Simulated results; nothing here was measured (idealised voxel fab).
process module | voxel transistor to metal
cross-section cut | 160 nm wide | cells 5 nm
A cross-section is a grid of square cells, given in bands from the top down. A band is one or more rows of cells.
Each band's line starts with the height of the band's top and of its bottom, in nm. Then come its materials from left to right, each with its width in nm. One material with "throughout" fills the band from edge to edge. "air" is empty space.
Height 0 is the level under which the wafer as received is all one material. The lowest band goes on downwards, as in "0 down".
A width such as "30 to 40" changes by the same amount from each row of cells to the next, from the band's top row to its bottom row.
"no change" after a step means that no cell of the cross-section changed.
closed voids: empty space of 8 cells or more with no open way to the top, each as width x height at its distance from the left edge, in nm
after a step's settings: what the simulator itself notes on the step
overlay nm, on a step with a mask: how far to the right of its planned place the mask lay; to the left if negative
plan
1 op RECEIVE | material Si
2 op CONFORMAL_DEP | material SiO2 | thk nm 5
3 op CONFORMAL_DEP | material SiN | thk nm 15
4 op PATTERN | tone cover | mask id ACTIVE | material resist | width nm 95 | thk nm 15 | overlay nm 0
5 op DIRECTIONAL_ETCH | etch materials SiN | depth nm 15
6 op DIRECTIONAL_ETCH | etch materials SiO2 | depth nm 5
7 op DIRECTIONAL_ETCH | etch materials Si | depth nm 20
8 op STRIP | etch materials resist
9 op FILL_DEP | material SiO2 | thk nm 15
10 op CMP | height nm 20
11 op SELECTIVE_ETCH | etch materials SiO2 | depth nm 10
12 op STRIP | etch materials SiN
13 op SELECTIVE_ETCH | etch materials SiO2 | depth nm 5
14 op OXIDIZE | depth nm 5
15 op DIRECTIONAL_DEP | material polySi | thk nm 25
16 op DIRECTIONAL_DEP | material SiCN | thk nm 15
17 op PATTERN | tone cover | mask id GATE | material resist | width nm 25 | thk nm 15 | overlay nm 0
18 op DIRECTIONAL_ETCH | etch materials SiCN | depth nm 25
19 op DIRECTIONAL_ETCH | etch materials polySi | depth nm 35
20 op STRIP | etch materials resist
21 op CONFORMAL_DEP | material SiO2 | thk nm 5
22 op DIRECTIONAL_ETCH | etch materials SiO2 | depth nm 5
23 op CONFORMAL_DEP | material SiN | thk nm 5
24 op DIRECTIONAL_ETCH | etch materials SiN | depth nm 5
25 op DIRECTIONAL_ETCH | etch materials SiO2 | depth nm 5
26 op DIRECTIONAL_ETCH | etch materials Si | depth nm 15
27 op EPI | material SiGe | thk nm 15
28 op FILL_DEP | material SiO2 | thk nm 5
29 op CMP | height nm 25
30 op STRIP | etch materials polySi
31 op SELECTIVE_ETCH | etch materials SiO2 | depth nm 5
32 op CONFORMAL_DEP | material HfO2 | thk nm 5
33 op CONFORMAL_DEP | material TiN | thk nm 5
34 op FILL_DEP | material W | thk nm 5
35 op CMP | height nm 20
36 op DIRECTIONAL_DEP | material SiO2 | thk nm 15
37 op PATTERN | tone open | mask id CONTACT | material resist | width nm 15 | pitch nm 70 | thk nm 20 | overlay nm 0
38 op DIRECTIONAL_ETCH | etch materials SiO2 | depth nm 25
39 op STRIP | etch materials resist
40 op CONFORMAL_DEP | material TiN | thk nm 5
41 op FILL_DEP | material Ru | thk nm 10
42 op CMP | height nm 35
43 op DIRECTIONAL_DEP | material TiN | thk nm 5
44 op DIRECTIONAL_DEP | material W | thk nm 25
45 op PATTERN | tone cover | mask id METAL_1 | material resist | width nm 15 | pitch nm 70 | thk nm 20 | overlay nm 0
46 op DIRECTIONAL_ETCH | etch materials W | depth nm 25
47 op DIRECTIONAL_ETCH | etch materials TiN | depth nm 5
48 op STRIP | etch materials resist
49 op FILL_DEP | material SiO2 | thk nm 5
50 op CMP | height nm 65
51 op CONFORMAL_DEP | material SiCN | thk nm 5
52 op DIRECTIONAL_DEP | material SiO2 | thk nm 30
53 op PATTERN | tone open | mask id METAL_2 | material resist | width nm 15 | pitch nm 70 | thk nm 20 | overlay nm 0
54 op DIRECTIONAL_ETCH | etch materials SiO2 | depth nm 20
55 op STRIP | etch materials resist
56 op MASKED_ETCH | tone open | mask id METAL_2_HOLES | width nm 15 | pitch nm 70 | etch materials SiO2 | depth nm 10 | overlay nm 0
57 op MASKED_ETCH | tone open | mask id METAL_2_HOLES | width nm 15 | pitch nm 70 | etch materials SiCN | depth nm 5 | overlay nm 0
58 op CONFORMAL_DEP | material TiN | thk nm 5
59 op FILL_DEP | material Ru | thk nm 5
60 op CMP | height nm 100
61 op CONFORMAL_DEP | material SiCN | thk nm 5
as received, after step 1
  0 down: Si throughout
  closed voids: none
first wafer at the end, as planned
  105 to 100: SiCN throughout
  100 to 70: SiO2 35 | TiN 5 | Ru 5 | TiN 5 | SiO2 55 | TiN 5 | Ru 5 | TiN 5 | SiO2 40
  70 to 65: SiCN 35 | TiN 15 | SiCN 55 | TiN 15 | SiCN 40
  65 to 40: SiO2 35 | W 15 | SiO2 55 | W 15 | SiO2 40
  40 to 35: SiO2 35 | TiN 15 | SiO2 55 | TiN 15 | SiO2 40
  35 to 20: SiO2 35 | TiN 5 | Ru 5 | TiN 5 | SiO2 55 | TiN 5 | Ru 5 | TiN 5 | SiO2 40
  20 to 15: SiO2 35 | TiN 5 | Ru 5 | TiN 5 | SiO2 5 | SiN 5 | HfO2 5 | TiN 5 | W 15 | TiN 5 | HfO2 5 | SiN 5 | SiO2 5 | TiN 5 | Ru 5 | TiN 5 | SiO2 40
  15 to 10: SiO2 35 | TiN 15 | SiO2 5 | SiN 5 | HfO2 5 | TiN 5 | W 15 | TiN 5 | HfO2 5 | SiN 5 | SiO2 5 | TiN 15 | SiO2 40
  10 to 5: SiO2 30 | SiGe 25 | SiN 5 | HfO2 5 | TiN 5 | W 15 | TiN 5 | HfO2 5 | SiN 5 | SiGe 25 | SiO2 35
  5 to 0: SiO2 30 | SiN 5 | SiGe 20 | SiN 5 | HfO2 5 | TiN 25 | HfO2 5 | SiN 5 | SiGe 20 | SiN 5 | SiO2 35
  0 to -5: SiO2 35 | SiGe 20 | SiO2 5 | HfO2 35 | SiO2 5 | SiGe 20 | SiO2 40
  -5 to -20: SiO2 30 | Si 5 | SiGe 20 | Si 45 | SiGe 20 | Si 5 | SiO2 35
  -20 down: Si throughout
  closed voids: none
second wafer at the end: like start, like plan, one mistake
  105 to 100: SiCN throughout
  100 to 70: SiO2 35 | TiN 5 | Ru 5 | TiN 5 | SiO2 55 | TiN 5 | Ru 5 | TiN 5 | SiO2 40
  70 to 65: SiCN 35 | TiN 15 | SiCN 55 | TiN 15 | SiCN 40
  65 to 40: SiO2 35 | W 15 | SiO2 55 | W 15 | SiO2 40
  40 to 35: SiO2 35 | TiN 15 | SiO2 55 | TiN 15 | SiO2 40
  35 to 20: SiO2 35 | TiN 5 | Ru 5 | TiN 5 | SiO2 55 | TiN 5 | Ru 5 | TiN 5 | SiO2 40
  20 to 15: SiO2 35 | TiN 5 | Ru 5 | TiN 5 | SiO2 5 | SiN 5 | HfO2 5 | TiN 5 | W 15 | TiN 5 | HfO2 5 | SiN 5 | SiO2 5 | TiN 5 | Ru 5 | TiN 5 | SiO2 40
  15 to 10: SiO2 35 | TiN 15 | SiO2 5 | SiN 5 | HfO2 5 | TiN 5 | W 15 | TiN 5 | HfO2 5 | SiN 5 | SiO2 5 | TiN 15 | SiO2 40
  10 to 5: SiO2 55 | SiN 5 | HfO2 5 | TiN 5 | W 15 | TiN 5 | HfO2 5 | SiN 5 | SiO2 60
  5 to 0: SiO2 30 | SiN 5 | SiGe 20 | SiN 5 | HfO2 5 | TiN 25 | HfO2 5 | SiN 5 | SiGe 20 | SiN 5 | SiO2 35
  0 to -5: SiO2 35 | SiGe 20 | SiO2 5 | HfO2 35 | SiO2 5 | SiGe 20 | SiO2 40
  -5 to -20: SiO2 30 | Si 5 | SiGe 20 | Si 45 | SiGe 20 | Si 5 | SiO2 35
  -20 down: Si throughout
  closed voids: none
what went wrong: step 27 ran as: op EPI | material SiGe | thk nm 10
at the end the second wafer has, in cells: 10 fewer of SiGe | 10 more of SiO2
